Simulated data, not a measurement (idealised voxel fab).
The process module that follows is named voxel wiring stack.
We display cut, a cross-section 240 nm in width whose square cells are each 5 nm.
Bands, listed from the top down, are how a cross-section gets written in this document; the cross-section itself is a grid of square cells, and a band is one or more rows of them. For a band, the entry starts with two heights in nm, that of the top and then that of the bottom, and carries on with the band's materials in order from left to right, each alongside its width in nm; the word "edge to edge" beside a single material means it fills the band edge to edge, and "empty" means empty space. For the purposes of this specification, 0 denotes the height below which the wafer in its as-received condition is composed wholly of one material, and the lowermost band, lacking a lower limit, extends downward without end, as expressed in "top 0, no bottom". Top row gets the first number, bottom row gets the second, and each row in between changes by the same step: that is how a band width like "30 to 40" works. The designation "remains unaltered", where it is given for a processing step, indicates that no cell of the cross-section was altered in the course of that step. Any empty space of 8 cells or more lacking an open way to the top shows up in "Closed void catalog" as width x height at distance, distance from the left edge, in nm. If you see something after the settings on a step's line, that's the simulator's own remark about that step. On any step carrying a mask, the "overlay nm" setting, if present on the step's line, tells how far right of its planned place the mask lay; negative values point to the left.
# Process steps (planned)
step 1: RECEIVE (material Si)
step 2: CONFORMAL_DEP (material SiO2; thk nm 15)
step 3: CONFORMAL_DEP (material SiN; thk nm 5)
step 4: DIRECTIONAL_DEP (material SiO2; thk nm 15)
step 5: PATTERN (tone open; mask id METAL_1; material resist; width nm 30; pitch nm 50; thk nm 20; overlay nm 0)
step 6: DIRECTIONAL_ETCH (etch materials SiO2; depth nm 15)
step 7: DIRECTIONAL_ETCH (etch materials SiN; depth nm 5)
step 8: STRIP (etch materials resist)
step 9: CONFORMAL_DEP (material TiN; thk nm 5)
step 10: FILL_DEP (material Cu; thk nm 10)
step 11: CMP (height nm 35)
step 12: EPI (material Ru; thk nm 5)
step 13: FILL_DEP (material SiCN; thk nm 5)
step 14: DIRECTIONAL_DEP (material lowk; thk nm 25)
step 15: DIRECTIONAL_DEP (material aC; thk nm 15)
step 16: PATTERN (tone open; mask id METAL_2; material resist; width nm 30; pitch nm 50; thk nm 35; overlay nm 0)
step 17: DIRECTIONAL_ETCH (etch materials aC; depth nm 15)
step 18: STRIP (etch materials resist)
step 19: DIRECTIONAL_ETCH (etch materials lowk; depth nm 15)
step 20: STRIP (etch materials aC)
step 21: PATTERN (tone open; mask id METAL_2_HOLES; material resist; width nm 15; thk nm 15; overlay nm 0)
step 22: DIRECTIONAL_ETCH (etch materials lowk; depth nm 10)
step 23: DIRECTIONAL_ETCH (etch materials SiCN; depth nm 5)
step 24: STRIP (etch materials resist)
step 25: CONFORMAL_DEP (material TiN; thk nm 5)
step 26: FILL_DEP (material Ru; thk nm 10)
step 27: CMP (height nm 70)
step 28: CONFORMAL_DEP (material SiN; thk nm 5)
# Cross-section: wafer on arrival = after step 1
  top 0, no bottom | Si edge to edge
  Closed void catalog: none
# End state of the module in cross-section, given the above starting point and plan and one mistake in execution
  top 75, bottom 70 | SiN edge to edge
  top 70, bottom 60 | lowk: 70, then TiN: 5, then Ru: 20, then TiN: 5, then lowk: 20, then TiN: 5, then Ru: 20, then TiN: 5, then lowk: 90
  top 60, bottom 55 | lowk: 70, then TiN: 15, then Ru: 5, then TiN: 10, then lowk: 20, then TiN: 30, then lowk: 90
  top 55, bottom 45 | lowk: 80, then TiN: 5, then Ru: 5, then TiN: 5, then lowk: 145
  top 45, bottom 40 | SiCN: 80, then TiN: 15, then SiCN: 145
  top 40, bottom 35 | SiCN: 75, then Ru: 40, then SiCN: 10, then Ru: 40, then SiCN: 75
  top 35, bottom 20 | SiO2: 80, then TiN: 5, then Cu: 20, then TiN: 5, then SiO2: 20, then TiN: 5, then Cu: 20, then TiN: 5, then SiO2: 80
  top 20, bottom 15 | SiN: 80, then TiN: 30, then SiN: 20, then TiN: 30, then SiN: 80
  top 15, bottom 0 | SiO2 edge to edge
  top 0, no bottom | Si edge to edge
  Closed void catalog: none
Nonconformance to the process plan: not per plan at step 16, really ran PATTERN (tone open; mask id METAL_2; material resist; width nm 30; pitch nm 50; thk nm 35; overlay nm -10)
